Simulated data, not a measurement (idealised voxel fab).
The document below concerns the process module designated voxel transistor to metal.
Cross-section cut spans 300 nm and uses square cells 5 nm in size.
Bands, listed from the top down, are how a cross-section gets written in this document; the cross-section itself is a grid of square cells, and a band is one or more rows of them. Top height, bottom height, nm. Materials left to right, width each, nm. Single material + "full width" = fills band edge to edge. "empty" = empty. Below 0: as-received wafer, all one material; heights counted from there. Lowest band: no bottom, goes on down, written "0 -> down". Graded width ("30->40"): value in top row of band = first number; value in bottom row = second number; row-to-row change constant. What does "remained the same" mean for a step? It means no cell of the cross-section changed in that step. Each empty space that has no open way to the top and spans at least 8 cells appears under "Trapped voids" as width x height at distance, the distance counted from the left edge, all in nm. If you see something after the settings on a step's line, that's the simulator's own remark about that step. A step line may carry the setting "overlay nm", which, for steps involving a mask, states the distance by which the mask lay to the right of its intended position; negative values denote displacement to the left.

THE PLANNED PROCESS STEPS ARE ENUMERATED HEREUNDER
1: RECEIVE (material Si)
2: OXIDIZE (depth nm 5)
3: CONFORMAL_DEP (material SiN; thk nm 15)
4: DIRECTIONAL_DEP (material aC; thk nm 15)
5: PATTERN (tone cover; mask id ACTIVE; material resist; width nm 95; pitch nm 125; thk nm 35; overlay nm 0)
6: DIRECTIONAL_ETCH (etch materials aC; depth nm 15)
7: STRIP (etch materials resist)
8: DIRECTIONAL_ETCH (etch materials SiN; depth nm 15)
9: DIRECTIONAL_ETCH (etch materials SiO2; depth nm 5)
10: DIRECTIONAL_ETCH (etch materials Si; depth nm 30)
11: STRIP (etch materials aC)
12: FILL_DEP (material SiO2; thk nm 15)
13: CMP (height nm 15)
14: SELECTIVE_ETCH (etch materials SiO2; depth nm 10)
15: STRIP (etch materials SiN)
16: SELECTIVE_ETCH (etch materials SiO2; depth nm 5)
17: OXIDIZE (depth nm 5)
18: DIRECTIONAL_DEP (material polySi; thk nm 20)
19: DIRECTIONAL_DEP (material SiCN; thk nm 15)
20: MASKED_ETCH (tone cover; mask id GATE; width nm 25; pitch nm 125; etch materials SiCN; depth nm 25; overlay nm 0)
21: MASKED_ETCH (tone cover; mask id GATE; width nm 25; pitch nm 125; etch materials polySi; depth nm 30; overlay nm 0)
22: CONFORMAL_DEP (material SiN; thk nm 10)
23: DIRECTIONAL_ETCH (etch materials SiN; depth nm 10)
24: DIRECTIONAL_ETCH (etch materials SiO2; depth nm 5)
25: EPI (material nSi; thk nm 5)
26: FILL_DEP (material SiO2; thk nm 5)
27: CMP (height nm 15)
28: STRIP (etch materials polySi)
29: SELECTIVE_ETCH (etch materials SiO2; depth nm 5)
30: CONFORMAL_DEP (material HfO2; thk nm 5)
31: CONFORMAL_DEP (material TiN; thk nm 5)
32: FILL_DEP (material W; thk nm 5)
33: CMP (height nm 10)
34: DIRECTIONAL_DEP (material SiO2; thk nm 10)
35: PATTERN (tone open; mask id CONTACT; material resist; width nm 15; thk nm 20; overlay nm 0)
36: DIRECTIONAL_ETCH (etch materials SiO2; depth nm 25)
37: STRIP (etch materials resist)
38: CONFORMAL_DEP (material TiN; thk nm 5)
39: FILL_DEP (material Ru; thk nm 10)
40: CMP (height nm 20)
41: CONFORMAL_DEP (material SiCN; thk nm 5)
42: DIRECTIONAL_DEP (material lowk; thk nm 20)
43: DIRECTIONAL_DEP (material aC; thk nm 10)
44: PATTERN (tone open; mask id METAL_1; material resist; width nm 15; thk nm 30; overlay nm 0)
45: DIRECTIONAL_ETCH (etch materials aC; depth nm 10)
46: STRIP (etch materials resist)
47: DIRECTIONAL_ETCH (etch materials lowk; depth nm 20)
48: DIRECTIONAL_ETCH (etch materials SiCN; depth nm 5)
49: STRIP (etch materials aC)
50: CONFORMAL_DEP (material TiN; thk nm 5)
51: FILL_DEP (material Ru; thk nm 10)
52: CMP (height nm 45)
53: CONFORMAL_DEP (material SiCN; thk nm 5)
54: DIRECTIONAL_DEP (material SiO2; thk nm 30)
55: PATTERN (tone open; mask id METAL_2; material resist; width nm 15; pitch nm 125; thk nm 15; overlay nm 0)
56: DIRECTIONAL_ETCH (etch materials SiO2; depth nm 15)
57: STRIP (etch materials resist)
58: PATTERN (tone open; mask id METAL_2_HOLES; material resist; width nm 15; pitch nm 125; thk nm 20; overlay nm 0)
59: DIRECTIONAL_ETCH (etch materials SiO2; depth nm 15)
60: DIRECTIONAL_ETCH (etch materials SiCN; depth nm 5)
61: STRIP (etch materials resist)
62: CONFORMAL_DEP (material TiN; thk nm 5)
63: FILL_DEP (material Ru; thk nm 10)
64: CMP (height nm 80)
65: CONFORMAL_DEP (material SiN; thk nm 5)

CROSS-SECTION OF THE WAFER AT RECEIPT, WHICH IS THE CONDITION AFTER STEP 1
    0 -> down | Si full width
    Trapped voids: none

END-OF-MODULE CROSS-SECTION. STARTING STRUCTURE AND PROCESS PLAN AS ABOVE; ONE MISTAKE MADE IN RUNNING IT
    85 -> 80 | SiN full width
    80 -> 50 | SiO2 45 nm, then TiN 5 nm, then Ru 5 nm, then TiN 5 nm, then SiO2 110 nm, then TiN 5 nm, then Ru 5 nm, then TiN 5 nm, then SiO2 115 nm
    50 -> 45 | SiCN 45 nm, then TiN 15 nm, then SiCN 110 nm, then TiN 15 nm, then SiCN 115 nm
    45 -> 25 | lowk 45 nm, then TiN 5 nm, then Ru 5 nm, then TiN 5 nm, then lowk 55 nm, then TiN 5 nm, then Ru 5 nm, then TiN 5 nm, then lowk 40 nm, then TiN 5 nm, then Ru 5 nm, then TiN 5 nm, then lowk 55 nm, then TiN 5 nm, then Ru 5 nm, then TiN 5 nm, then lowk 45 nm
    25 -> 20 | SiCN 45 nm, then TiN 15 nm, then SiCN 55 nm, then TiN 15 nm, then SiCN 40 nm, then TiN 15 nm, then SiCN 55 nm, then TiN 15 nm, then SiCN 45 nm
    20 -> 10 | SiO2 45 nm, then TiN 5 nm, then Ru 5 nm, then TiN 5 nm, then SiO2 55 nm, then TiN 5 nm, then Ru 5 nm, then TiN 5 nm, then SiO2 40 nm, then TiN 5 nm, then Ru 5 nm, then TiN 5 nm, then SiO2 55 nm, then TiN 5 nm, then Ru 5 nm, then TiN 5 nm, then SiO2 45 nm
    10 -> 0 | SiO2 45 nm, then TiN 5 nm, then Ru 5 nm, then TiN 5 nm, then SiO2 5 nm, then SiN 10 nm, then HfO2 5 nm, then TiN 5 nm, then W 5 nm, then TiN 5 nm, then HfO2 5 nm, then SiN 10 nm, then SiO2 5 nm, then TiN 5 nm, then Ru 5 nm, then TiN 5 nm, then SiO2 40 nm, then TiN 5 nm, then Ru 5 nm, then TiN 5 nm, then SiO2 5 nm, then SiN 10 nm, then HfO2 5 nm, then TiN 5 nm, then W 5 nm, then TiN 5 nm, then HfO2 5 nm, then SiN 10 nm, then SiO2 5 nm, then TiN 5 nm, then Ru 5 nm, then TiN 5 nm, then SiO2 45 nm
    0 -> -5 | SiO2 35 nm, then SiN 10 nm, then TiN 15 nm, then SiO2 5 nm, then SiN 10 nm, then HfO2 5 nm, then TiN 15 nm, then HfO2 5 nm, then SiN 10 nm, then SiO2 5 nm, then TiN 15 nm, then SiO2 5 nm, then SiN 10 nm, then SiO2 15 nm, then SiN 10 nm, then TiN 15 nm, then SiO2 5 nm, then SiN 10 nm, then HfO2 5 nm, then TiN 15 nm, then HfO2 5 nm, then SiN 10 nm, then SiO2 5 nm, then TiN 15 nm, then SiO2 5 nm, then SiN 10 nm, then SiO2 30 nm
    -5 -> -10 | SiO2 45 nm, then nSi 20 nm, then SiO2 5 nm, then HfO2 35 nm, then SiO2 5 nm, then nSi 25 nm, then SiO2 35 nm, then nSi 20 nm, then SiO2 5 nm, then HfO2 35 nm, then SiO2 5 nm, then nSi 25 nm, then SiO2 40 nm
    -10 -> -35 | SiO2 40 nm, then Si 100 nm, then SiO2 25 nm, then Si 100 nm, then SiO2 35 nm
    -35 -> down | Si full width
    Trapped voids: none
Here's what went sideways: step 5 ran with different settings than intended, the actual operation and settings being PATTERN (tone cover; mask id ACTIVE; material resist; width nm 100; pitch nm 125; thk nm 35; overlay nm 0)
